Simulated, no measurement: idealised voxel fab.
process module | voxel self aligned vias
cross-section cut | 285 nm wide | cells 5 nm
A cross-section is a grid of square cells, given in bands from the top down. A band is one or more rows of cells.
Each band's line starts with the height of the band's top and of its bottom, in nm. Then come its materials from left to right, each with its width in nm. One material with "throughout" fills the band from edge to edge. "air" is empty space.
Height 0 is the level under which the wafer as received is all one material. The lowest band goes on downwards, as in "0 down".
A width such as "30 to 40" changes by the same amount from each row of cells to the next, from the band's top row to its bottom row.
"no change" after a step means that no cell of the cross-section changed.
closed voids: empty space of 8 cells or more with no open way to the top, each as width x height at its distance from the left edge, in nm
after a step's settings: what the simulator itself notes on the step
overlay nm, on a step with a mask: how far to the right of its planned place the mask lay; to the left if negative
plan
1 op RECEIVE | material Si
2 op CONFORMAL_DEP | material SiO2 | thk nm 10
3 op CONFORMAL_DEP | material SiCN | thk nm 5
4 op DIRECTIONAL_DEP | material SiO2 | thk nm 30
5 op DIRECTIONAL_DEP | material aC | thk nm 10
6 op PATTERN | tone open | mask id LINES | material resist | width nm 25 | pitch nm 60 | thk nm 25 | overlay nm 0
7 op DIRECTIONAL_ETCH | etch materials aC | depth nm 10
8 op STRIP | etch materials resist
9 op DIRECTIONAL_ETCH | etch materials SiO2 | depth nm 30
10 op STRIP | etch materials aC
11 op CONFORMAL_DEP | material TiN | thk nm 5
12 op FILL_DEP | material Ru | thk nm 10
13 op CMP | height nm 45
14 op SELECTIVE_ETCH | etch materials W Ru TiN | depth nm 10
15 op FILL_DEP | material SiN | thk nm 10
16 op CMP | height nm 45
17 op DIRECTIONAL_DEP | material SiO2 | thk nm 20
18 op DIRECTIONAL_DEP | material aC | thk nm 10
19 op PATTERN | tone open | mask id VIAS | material resist | width nm 45 | pitch nm 60 | thk nm 30 | overlay nm 0
20 op DIRECTIONAL_ETCH | etch materials aC | depth nm 10
21 op STRIP | etch materials resist
22 op DIRECTIONAL_ETCH | etch materials SiO2 | depth nm 20
23 op DIRECTIONAL_ETCH | etch materials SiN | depth nm 10
24 op STRIP | etch materials aC
25 op CONFORMAL_DEP | material TiN | thk nm 5
26 op FILL_DEP | material Cu | thk nm 5
27 op CMP | height nm 65
28 op CONFORMAL_DEP | material SiN | thk nm 5
first wafer, as planned
as received, after step 1
  0 down: Si throughout
  closed voids: none
after step 2
  10 to 0: SiO2 throughout
  below 0: unchanged
after step 3
  15 to 10: SiCN throughout
  below 10: unchanged
after step 4
  45 to 15: SiO2 throughout
  below 15: unchanged
after step 5
  55 to 45: aC throughout
  below 45: unchanged
after step 6
  80 to 55: resist 70 | air 25 | resist 35 | air 25 | resist 35 | air 25 | resist 70
  below 55: unchanged
after step 7
  70 to 55: resist 70 | air 25 | resist 35 | air 25 | resist 35 | air 25 | resist 70
  55 to 45: aC 70 | air 25 | aC 35 | air 25 | aC 35 | air 25 | aC 70
  below 45: unchanged
after step 8
  55 to 45: aC 70 | air 25 | aC 35 | air 25 | aC 35 | air 25 | aC 70
  below 45: unchanged
after step 9
  55 to 45: aC 70 | air 25 | aC 35 | air 25 | aC 35 | air 25 | aC 70
  45 to 15: SiO2 70 | air 25 | SiO2 35 | air 25 | SiO2 35 | air 25 | SiO2 70
  below 15: unchanged
after step 10
  45 to 15: SiO2 70 | air 25 | SiO2 35 | air 25 | SiO2 35 | air 25 | SiO2 70
  below 15: unchanged
after step 11
  50 to 45: TiN 75 | air 15 | TiN 45 | air 15 | TiN 45 | air 15 | TiN 75
  45 to 20: SiO2 70 | TiN 5 | air 15 | TiN 5 | SiO2 35 | TiN 5 | air 15 | TiN 5 | SiO2 35 | TiN 5 | air 15 | TiN 5 | SiO2 70
  20 to 15: SiO2 70 | TiN 25 | SiO2 35 | TiN 25 | SiO2 35 | TiN 25 | SiO2 70
  below 15: unchanged
after step 12
  60 to 50: Ru throughout
  50 to 45: TiN 75 | Ru 15 | TiN 45 | Ru 15 | TiN 45 | Ru 15 | TiN 75
  45 to 20: SiO2 70 | TiN 5 | Ru 15 | TiN 5 | SiO2 35 | TiN 5 | Ru 15 | TiN 5 | SiO2 35 | TiN 5 | Ru 15 | TiN 5 | SiO2 70
  below 20: unchanged
after step 13
  45 to 20: SiO2 70 | TiN 5 | Ru 15 | TiN 5 | SiO2 35 | TiN 5 | Ru 15 | TiN 5 | SiO2 35 | TiN 5 | Ru 15 | TiN 5 | SiO2 70
  below 20: unchanged
after step 14
  45 to 35: SiO2 70 | air 25 | SiO2 35 | air 25 | SiO2 35 | air 25 | SiO2 70
  below 35: unchanged
after step 15
  55 to 45: SiN throughout
  45 to 35: SiO2 70 | SiN 25 | SiO2 35 | SiN 25 | SiO2 35 | SiN 25 | SiO2 70
  below 35: unchanged
after step 16
  45 to 35: SiO2 70 | SiN 25 | SiO2 35 | SiN 25 | SiO2 35 | SiN 25 | SiO2 70
  below 35: unchanged
after step 17
  65 to 45: SiO2 throughout
  below 45: unchanged
after step 18
  75 to 65: aC throughout
  below 65: unchanged
after step 19
  105 to 75: resist 60 | air 45 | resist 15 | air 45 | resist 15 | air 45 | resist 60
  below 75: unchanged
after step 20
  95 to 75: resist 60 | air 45 | resist 15 | air 45 | resist 15 | air 45 | resist 60
  75 to 65: aC 60 | air 45 | aC 15 | air 45 | aC 15 | air 45 | aC 60
  below 65: unchanged
after step 21
  75 to 65: aC 60 | air 45 | aC 15 | air 45 | aC 15 | air 45 | aC 60
  below 65: unchanged
after step 22
  75 to 65: aC 60 | air 45 | aC 15 | air 45 | aC 15 | air 45 | aC 60
  65 to 45: SiO2 60 | air 45 | SiO2 15 | air 45 | SiO2 15 | air 45 | SiO2 60
  below 45: unchanged
after step 23
  75 to 65: aC 60 | air 45 | aC 15 | air 45 | aC 15 | air 45 | aC 60
  65 to 45: SiO2 60 | air 45 | SiO2 15 | air 45 | SiO2 15 | air 45 | SiO2 60
  45 to 35: SiO2 70 | air 25 | SiO2 35 | air 25 | SiO2 35 | air 25 | SiO2 70
  below 35: unchanged
after step 24
  65 to 45: SiO2 60 | air 45 | SiO2 15 | air 45 | SiO2 15 | air 45 | SiO2 60
  below 45: unchanged
after step 25
  70 to 65: TiN 65 | air 35 | TiN 25 | air 35 | TiN 25 | air 35 | TiN 65
  65 to 50: SiO2 60 | TiN 5 | air 35 | TiN 5 | SiO2 15 | TiN 5 | air 35 | TiN 5 | SiO2 15 | TiN 5 | air 35 | TiN 5 | SiO2 60
  50 to 40: SiO2 60 to 70 | TiN 15 to 5 | air 15 | TiN 15 to 5 | SiO2 15 to 35 | TiN 15 to 5 | air 15 | TiN 15 to 5 | SiO2 15 to 35 | TiN 15 to 5 | air 15 | TiN 15 to 5 | SiO2 60 to 70
  40 to 35: SiO2 70 | TiN 25 | SiO2 35 | TiN 25 | SiO2 35 | TiN 25 | SiO2 70
  below 35: unchanged
after step 26
  75 to 70: Cu throughout
  70 to 65: TiN 65 | Cu 35 | TiN 25 | Cu 35 | TiN 25 | Cu 35 | TiN 65
  65 to 50: SiO2 60 | TiN 5 | Cu 35 | TiN 5 | SiO2 15 | TiN 5 | Cu 35 | TiN 5 | SiO2 15 | TiN 5 | Cu 35 | TiN 5 | SiO2 60
  50 to 40: SiO2 60 to 70 | TiN 15 to 5 | Cu 15 | TiN 15 to 5 | SiO2 15 to 35 | TiN 15 to 5 | Cu 15 | TiN 15 to 5 | SiO2 15 to 35 | TiN 15 to 5 | Cu 15 | TiN 15 to 5 | SiO2 60 to 70
  below 40: unchanged
after step 27
  65 to 50: SiO2 60 | TiN 5 | Cu 35 | TiN 5 | SiO2 15 | TiN 5 | Cu 35 | TiN 5 | SiO2 15 | TiN 5 | Cu 35 | TiN 5 | SiO2 60
  below 50: unchanged
after step 28
  70 to 65: SiN throughout
  below 65: unchanged
second wafer: like start, like plan, one mistake. Through step 21 it matches the first wafer
when step 22 should have ended
  75 to 65: aC 60 | air 45 | aC 15 | air 45 | aC 15 | air 45 | aC 60
  65 to 45: SiO2 60 | air 45 | SiO2 15 | air 45 | SiO2 15 | air 45 | SiO2 60
  45 to 35: SiO2 60 | air 10 | SiN 25 | air 10 | SiO2 15 | air 10 | SiN 25 | air 10 | SiO2 15 | air 10 | SiN 25 | air 10 | SiO2 60
  35 to 25: SiO2 60 | air 10 | TiN 5 | Ru 15 | TiN 5 | air 10 | SiO2 15 | air 10 | TiN 5 | Ru 15 | TiN 5 | air 10 | SiO2 15 | air 10 | TiN 5 | Ru 15 | TiN 5 | air 10 | SiO2 60
  below 25: unchanged
when step 23 should have ended
  75 to 65: aC 60 | air 45 | aC 15 | air 45 | aC 15 | air 45 | aC 60
  65 to 35: SiO2 60 | air 45 | SiO2 15 | air 45 | SiO2 15 | air 45 | SiO2 60
  below 35: unchanged
when step 24 should have ended
  65 to 35: SiO2 60 | air 45 | SiO2 15 | air 45 | SiO2 15 | air 45 | SiO2 60
  below 35: unchanged
when step 25 should have ended
  70 to 65: TiN 65 | air 35 | TiN 25 | air 35 | TiN 25 | air 35 | TiN 65
  65 to 40: SiO2 60 | TiN 5 | air 35 | TiN 5 | SiO2 15 | TiN 5 | air 35 | TiN 5 | SiO2 15 | TiN 5 | air 35 | TiN 5 | SiO2 60
  40 to 35: SiO2 60 | TiN 45 | SiO2 15 | TiN 45 | SiO2 15 | TiN 45 | SiO2 60
  35 to 25: SiO2 60 | TiN 15 | Ru 15 | TiN 15 | SiO2 15 | TiN 15 | Ru 15 | TiN 15 | SiO2 15 | TiN 15 | Ru 15 | TiN 15 | SiO2 60
  below 25: unchanged
when step 26 should have ended
  75 to 70: Cu throughout
  70 to 65: TiN 65 | Cu 35 | TiN 25 | Cu 35 | TiN 25 | Cu 35 | TiN 65
  65 to 40: SiO2 60 | TiN 5 | Cu 35 | TiN 5 | SiO2 15 | TiN 5 | Cu 35 | TiN 5 | SiO2 15 | TiN 5 | Cu 35 | TiN 5 | SiO2 60
  below 40: unchanged
when step 27 should have ended
  65 to 40: SiO2 60 | TiN 5 | Cu 35 | TiN 5 | SiO2 15 | TiN 5 | Cu 35 | TiN 5 | SiO2 15 | TiN 5 | Cu 35 | TiN 5 | SiO2 60
  below 40: unchanged
when step 28 should have ended
  70 to 65: SiN throughout
  below 65: unchanged
what went wrong: step 22 was run twice
at the end the second wafer has, in cells: 24 more of Cu | 48 fewer of SiO2 | 24 more of TiN
